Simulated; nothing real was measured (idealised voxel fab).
This section sets out a process module, namely voxel tone inversion.
Square cell edge 5 nm, section width 260 nm, ID cut.
Cross-section spec: square-cell grid; bands listed top down; each band is one or more rows. Heads up on the band format: heights come first, top then bottom, in nm. After that it's the materials left to right, each with its width in nm. A single material flagged "edge to edge" fills the whole band edge to edge, and "blank" means there's empty space there. Note: height 0 marks the level under which the wafer is uniformly one material as received. Lowest band unbounded below, written "0 -> down". The notation "30..40" denotes a width that varies across the rows of cells in the band, beginning at the first number in the top row, finishing at the second number in the bottom row, and changing by an identical amount from each row to the next. Any step labelled "identical to before" changed none of the cells in the cross-section. "Unvented cavities": sealed empty spaces, 8 cells or more, no open way to top, listed width x height at distance, with distance from the left edge and width, height and distance in nm. Where a step's line continues beyond its settings, the continuation is a remark by the simulator itself on that step. overlay nm, on a step with a mask: how far to the right of its planned place the mask lay; to the left if negative.
[Planned process steps]
1. RECEIVE, material Si
2. CONFORMAL_DEP, material SiCN, thk nm 5
3. DIRECTIONAL_DEP, material aC, thk nm 25
4. PATTERN, tone cover, mask id POSTS, material resist, width nm 15, pitch nm 45, thk nm 30, overlay nm 0
5. DIRECTIONAL_ETCH, etch materials aC, depth nm 25
6. STRIP, etch materials resist
7. FILL_DEP, material SiO2, thk nm 10
8. CMP, height nm 30
9. STRIP, etch materials aC
10. CONFORMAL_DEP, material TiN, thk nm 5
11. FILL_DEP, material Ru, thk nm 10
12. CMP, height nm 30
13. CONFORMAL_DEP, material SiCN, thk nm 5
[First of two wafers - as planned]
[Incoming wafer, cross-sectional view, post step 1]
> 0 -> down: Si edge to edge
> Unvented cavities: none
[After step 2, in cross-section]
> 5 -> 0: SiCN edge to edge
> Heights below 0 show no change.
[After step 3, in cross-section]
> 30 -> 5: aC edge to edge
> Heights below 5 show no change.
[After step 4, in cross-section]
> 60 -> 30: 75 nm blank / 15 nm resist / 30 nm blank / 15 nm resist / 30 nm blank / 15 nm resist / 80 nm blank
> Heights below 30 show no change.
[After step 5, in cross-section]
> 35 -> 30: 75 nm blank / 15 nm resist / 30 nm blank / 15 nm resist / 30 nm blank / 15 nm resist / 80 nm blank
> 30 -> 5: 75 nm blank / 15 nm aC / 30 nm blank / 15 nm aC / 30 nm blank / 15 nm aC / 80 nm blank
> Heights below 5 show no change.
[After step 6, in cross-section]
> 30 -> 5: 75 nm blank / 15 nm aC / 30 nm blank / 15 nm aC / 30 nm blank / 15 nm aC / 80 nm blank
> Heights below 5 show no change.
[After step 7, in cross-section]
> 40 -> 30: SiO2 edge to edge
> 30 -> 5: 75 nm SiO2 / 15 nm aC / 30 nm SiO2 / 15 nm aC / 30 nm SiO2 / 15 nm aC / 80 nm SiO2
> Heights below 5 show no change.
[After step 8, in cross-section]
> 30 -> 5: 75 nm SiO2 / 15 nm aC / 30 nm SiO2 / 15 nm aC / 30 nm SiO2 / 15 nm aC / 80 nm SiO2
> Heights below 5 show no change.
[After step 9, in cross-section]
> 30 -> 5: 75 nm SiO2 / 15 nm blank / 30 nm SiO2 / 15 nm blank / 30 nm SiO2 / 15 nm blank / 80 nm SiO2
> Heights below 5 show no change.
[After step 10, in cross-section]
> 35 -> 30: 80 nm TiN / 5 nm blank / 40 nm TiN / 5 nm blank / 40 nm TiN / 5 nm blank / 85 nm TiN
> 30 -> 10: 75 nm SiO2 / 5 nm TiN / 5 nm blank / 5 nm TiN / 30 nm SiO2 / 5 nm TiN / 5 nm blank / 5 nm TiN / 30 nm SiO2 / 5 nm TiN / 5 nm blank / 5 nm TiN / 80 nm SiO2
> 10 -> 5: 75 nm SiO2 / 15 nm TiN / 30 nm SiO2 / 15 nm TiN / 30 nm SiO2 / 15 nm TiN / 80 nm SiO2
> Heights below 5 show no change.
[After step 11, in cross-section]
> 45 -> 35: Ru edge to edge
> 35 -> 30: 80 nm TiN / 5 nm Ru / 40 nm TiN / 5 nm Ru / 40 nm TiN / 5 nm Ru / 85 nm TiN
> 30 -> 10: 75 nm SiO2 / 5 nm TiN / 5 nm Ru / 5 nm TiN / 30 nm SiO2 / 5 nm TiN / 5 nm Ru / 5 nm TiN / 30 nm SiO2 / 5 nm TiN / 5 nm Ru / 5 nm TiN / 80 nm SiO2
> Heights below 10 show no change.
[After step 12, in cross-section]
> 30 -> 10: 75 nm SiO2 / 5 nm TiN / 5 nm Ru / 5 nm TiN / 30 nm SiO2 / 5 nm TiN / 5 nm Ru / 5 nm TiN / 30 nm SiO2 / 5 nm TiN / 5 nm Ru / 5 nm TiN / 80 nm SiO2
> Heights below 10 show no change.
[After step 13, in cross-section]
> 35 -> 30: SiCN edge to edge
> Heights below 30 show no change.
[Okay, second wafer. Nothing different at the start, nothing different in the plan, just one mistake somewhere in the running. As far as step 1, counting that step, it's the first wafer all over again]
Look at the second wafer in cross-section at the time step 2 ought to have finished: identical to before
[Look at the second wafer in cross-section at the time step 3 ought to have finished]
> 25 -> 0: aC edge to edge
> Heights below 0 show no change.
[Look at the second wafer in cross-section at the time step 4 ought to have finished]
> 55 -> 25: 75 nm blank / 15 nm resist / 30 nm blank / 15 nm resist / 30 nm blank / 15 nm resist / 80 nm blank
> Heights below 25 show no change.
[Look at the second wafer in cross-section at the time step 5 ought to have finished]
> 30 -> 25: 75 nm blank / 15 nm resist / 30 nm blank / 15 nm resist / 30 nm blank / 15 nm resist / 80 nm blank
> 25 -> 0: 75 nm blank / 15 nm aC / 30 nm blank / 15 nm aC / 30 nm blank / 15 nm aC / 80 nm blank
> Heights below 0 show no change.
[Look at the second wafer in cross-section at the time step 6 ought to have finished]
> 25 -> 0: 75 nm blank / 15 nm aC / 30 nm blank / 15 nm aC / 30 nm blank / 15 nm aC / 80 nm blank
> Heights below 0 show no change.
[Look at the second wafer in cross-section at the time step 7 ought to have finished]
> 35 -> 25: SiO2 edge to edge
> 25 -> 0: 75 nm SiO2 / 15 nm aC / 30 nm SiO2 / 15 nm aC / 30 nm SiO2 / 15 nm aC / 80 nm SiO2
> Heights below 0 show no change.
[Look at the second wafer in cross-section at the time step 8 ought to have finished]
> 30 -> 25: SiO2 edge to edge
> Heights below 25 show no change.
Look at the second wafer in cross-section at the time step 9 ought to have finished: identical to before
[Look at the second wafer in cross-section at the time step 10 ought to have finished]
> 35 -> 30: TiN edge to edge
> Heights below 30 show no change.
[Look at the second wafer in cross-section at the time step 11 ought to have finished]
> 45 -> 35: Ru edge to edge
> Heights below 35 show no change.
[Look at the second wafer in cross-section at the time step 12 ought to have finished]
> 30 -> 25: SiO2 edge to edge
> Heights below 25 show no change.
[Look at the second wafer in cross-section at the time step 13 ought to have finished]
> 35 -> 30: SiCN edge to edge
> Heights below 30 show no change.
Which mistake was made when the wafer was run? step 2 was left out
End of process, cell counts, second wafer against first, materials with more or fewer: 12 fewer of Ru, 52 fewer of SiCN, 52 more of SiO2, 33 fewer of TiN, 45 more of aC
